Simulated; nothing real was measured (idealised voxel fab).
This is a process module. Its name is voxel self aligned vias.
This is section cut - it's 225 nm across, gridded in 5 nm square cells.
When this document writes out a cross-section, it uses a grid of square cells and lists it as bands, beginning at the top and moving down, with a band standing for one or more rows of cells.
Band: top height; bottom height; in nm. Then, left to right: material with width in nm, for each material. "all across": a single material spanning edge to edge. "air": empty space.
Beneath 0, the wafer as received is one material, and that level is where height counting begins. The lowest band goes on downward without a bottom; it is written like "0 and below".
Per-row width for "30 to 40": begins at first number (top row of band), ends at second number (bottom row), increment between rows held constant.
When a step is marked "nothing changed", none of the cells in the cross-section changed during that step.
What "closed voids" gives you is every empty space of 8 cells or more that is cut off from the top. Each appears as width x height at distance, with the distance taken from the left edge and width, height and distance all in nm.
Note: text after step settings on the step line = simulator remark on that step.
On any step carrying a mask, the "overlay nm" setting, if present on the step's line, tells how far right of its planned place the mask lay; negative values point to the left.
The process steps that were planned are listed below:
1) RECEIVE,material Si
2) CONFORMAL_DEP,material SiO2,thk nm 10
3) CONFORMAL_DEP,material SiCN,thk nm 5
4) DIRECTIONAL_DEP,material SiO2,thk nm 20
5) PATTERN,tone open,mask id LINES,material resist,width nm 25,pitch nm 60,thk nm 15,overlay nm 0
6) DIRECTIONAL_ETCH,etch materials SiO2,depth nm 20
7) STRIP,etch materials resist
8) CONFORMAL_DEP,material TiN,thk nm 5
9) FILL_DEP,material Ru,thk nm 5
10) CMP,height nm 35
11) SELECTIVE_ETCH,etch materials W Ru TiN,depth nm 10
12) FILL_DEP,material SiN,thk nm 5
13) CMP,height nm 35
14) DIRECTIONAL_DEP,material SiO2,thk nm 15
15) MASKED_ETCH,tone open,mask id VIAS,width nm 45,pitch nm 120,etch materials SiO2,depth nm 15,overlay nm 0
16) MASKED_ETCH,tone open,mask id VIAS,width nm 45,pitch nm 120,etch materials SiN,depth nm 10,overlay nm 0
17) CONFORMAL_DEP,material TiN,thk nm 5
18) FILL_DEP,material Cu,thk nm 5
19) CMP,height nm 50
20) CONFORMAL_DEP,material SiN,thk nm 5
Cross-section: wafer on arrival = after step 1:
  0 and below | Si all across
  closed voids: none
First wafer of two, sectioned at end of module; run went per plan:
  55 down to 50 | SiN all across
  50 down to 40 | 30 of SiO2, then 5 of TiN, then 35 of Cu, then 5 of TiN, then 75 of SiO2, then 5 of TiN, then 35 of Cu, then 5 of TiN, then 30 of SiO2
  40 down to 35 | 30 of SiO2, then 15 of TiN, then 15 of Cu, then 15 of TiN, then 75 of SiO2, then 15 of TiN, then 15 of Cu, then 15 of TiN, then 30 of SiO2
  35 down to 30 | 40 of SiO2, then 5 of TiN, then 15 of Cu, then 5 of TiN, then 35 of SiO2, then 25 of SiN, then 35 of SiO2, then 5 of TiN, then 15 of Cu, then 5 of TiN, then 40 of SiO2
  30 down to 25 | 40 of SiO2, then 25 of TiN, then 35 of SiO2, then 25 of SiN, then 35 of SiO2, then 25 of TiN, then 40 of SiO2
  25 down to 20 | 40 of SiO2, then 5 of TiN, then 15 of Ru, then 5 of TiN, then 35 of SiO2, then 5 of TiN, then 15 of Ru, then 5 of TiN, then 35 of SiO2, then 5 of TiN, then 15 of Ru, then 5 of TiN, then 40 of SiO2
  20 down to 15 | 40 of SiO2, then 25 of TiN, then 35 of SiO2, then 25 of TiN, then 35 of SiO2, then 25 of TiN, then 40 of SiO2
  15 down to 10 | SiCN all across
  10 down to 0 | SiO2 all across
  0 and below | Si all across
  closed voids: none
Cross-sectional view of the second of two wafers upon completion of the module. This wafer shared its starting condition and process plan with the first; one error was made during its execution:
  55 down to 50 | SiN all across
  50 down to 40 | 30 of SiO2, then 5 of TiN, then 35 of Cu, then 5 of TiN, then 75 of SiO2, then 5 of TiN, then 35 of Cu, then 5 of TiN, then 30 of SiO2
  40 down to 35 | 30 of SiO2, then 20 of TiN, then 5 of Cu, then 20 of TiN, then 75 of SiO2, then 20 of TiN, then 5 of Cu, then 20 of TiN, then 30 of SiO2
  35 down to 30 | 45 of SiO2, then 5 of TiN, then 5 of Cu, then 5 of TiN, then 45 of SiO2, then 15 of SiN, then 45 of SiO2, then 5 of TiN, then 5 of Cu, then 5 of TiN, then 45 of SiO2
  30 down to 25 | 45 of SiO2, then 15 of TiN, then 45 of SiO2, then 15 of SiN, then 45 of SiO2, then 15 of TiN, then 45 of SiO2
  25 down to 20 | 45 of SiO2, then 5 of TiN, then 5 of Ru, then 5 of TiN, then 45 of SiO2, then 5 of TiN, then 5 of Ru, then 5 of TiN, then 45 of SiO2, then 5 of TiN, then 5 of Ru, then 5 of TiN, then 45 of SiO2
  20 down to 15 | 45 of SiO2, then 15 of TiN, then 45 of SiO2, then 15 of TiN, then 45 of SiO2, then 15 of TiN, then 45 of SiO2
  15 down to 10 | SiCN all across
  10 down to 0 | SiO2 all across
  0 and below | Si all across
  closed voids: none
Nonconformance to the process plan: step 5, actual vs plan mismatch, actual run PATTERN,tone open,mask id LINES,material resist,width nm 15,pitch nm 60,thk nm 15,overlay nm 0
FYI, end of process, the second wafer has more or fewer cells of some materials than the first: 8 fewer of Cu, 6 fewer of Ru, 4 fewer of SiN, 24 more of SiO2, 6 fewer of TiN
